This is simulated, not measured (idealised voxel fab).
The document below concerns the process module designated voxel ribs on slabs.
Square cell edge 5 nm, section width 260 nm, ID cut.
How to read a cross-section here: the picture is a grid of square cells, written as bands going from the top down, and any band can span one or more rows of cells.
This entry defines a band. It first specifies the height of the band's top and the height of its bottom in nm, and then specifies the band's materials from left to right, stating each material with its width in nm. The word "throughout" identifies a single material that fills the band from edge to edge, while the word "blank" identifies empty space.
Height is counted from the level 0, under which the received wafer is composed throughout of one material. The lowest of the bands is not closed at the bottom but continues downward, in the notation "z 0 and below".
So if you see something like "30 to 40" for the width, read it as the top row of the band sitting at the first number and the bottom row at the second, with every row in between moving by the same amount as the last.
Step note "remains unaltered" = no cross-section cell changed.
In the "Fully enclosed voids" entry, you get each enclosed empty space of 8 cells or more, one with no open way to the top, written width x height at distance, distance from the left edge, in nm.
That trailing text on a step's line, after the settings, is the simulator's own remark on the step.
overlay nm: how far to the right of its planned place the mask lay on this masked step (negative: to the left).
# So here's the lineup of process steps we planned
| 1 | RECEIVE | material Si |
| 2 | DIRECTIONAL_DEP | material SiO2 | thk nm 25 |
| 3 | DIRECTIONAL_DEP | material polySi | thk nm 25 |
| 4 | MASKED_ETCH | tone cover | mask id RIB | width nm 25 | etch materials polySi | depth nm 20 | overlay nm 0 |
| 5 | PATTERN | tone cover | mask id SLAB | material resist | width nm 65 | thk nm 20 | overlay nm 0 |
| 6 | DIRECTIONAL_ETCH | etch materials polySi | depth nm 5 |
| 7 | STRIP | etch materials resist |
| 8 | FILL_DEP | material SiO2 | thk nm 30 |
| 9 | CMP | height nm 70 |
| 10 | DIRECTIONAL_DEP | material TiN | thk nm 5 |
| 11 | DIRECTIONAL_DEP | material aC | thk nm 15 |
| 12 | PATTERN | tone cover | mask id HEATER | material resist | width nm 35 | thk nm 35 | overlay nm 0 |
| 13 | DIRECTIONAL_ETCH | etch materials aC | depth nm 15 |
| 14 | STRIP | etch materials resist |
| 15 | DIRECTIONAL_ETCH | etch materials TiN | depth nm 5 |
| 16 | STRIP | etch materials aC |
| 17 | CONFORMAL_DEP | material SiO2 | thk nm 10 |
# This is the cross-section of the wafer as we received it, i.e. after step 1
* z 0 and below = Si throughout
* Fully enclosed voids: none
# Final wafer profile in cross-section after the module, from the same start and plan as above, with one mistake made during processing
* z 85 to 80 = blank: 100  SiO2: 55  blank: 105
* z 80 to 75 = SiO2 throughout
* z 75 to 70 = SiO2: 110  TiN: 35  SiO2: 115
* z 70 to 45 = SiO2 throughout
* z 45 to 30 = SiO2: 115  polySi: 25  SiO2: 120
* z 30 to 25 = polySi: 95  SiO2: 20  polySi: 25  SiO2: 20  polySi: 100
* z 25 to 0 = SiO2 throughout
* z 0 and below = Si throughout
* Fully enclosed voids: none
Want to know what went wrong? heads up, step 5 didn't go per plan, it actually ran as PATTERN | tone open | mask id SLAB | material resist | width nm 65 | thk nm 20 | overlay nm 0
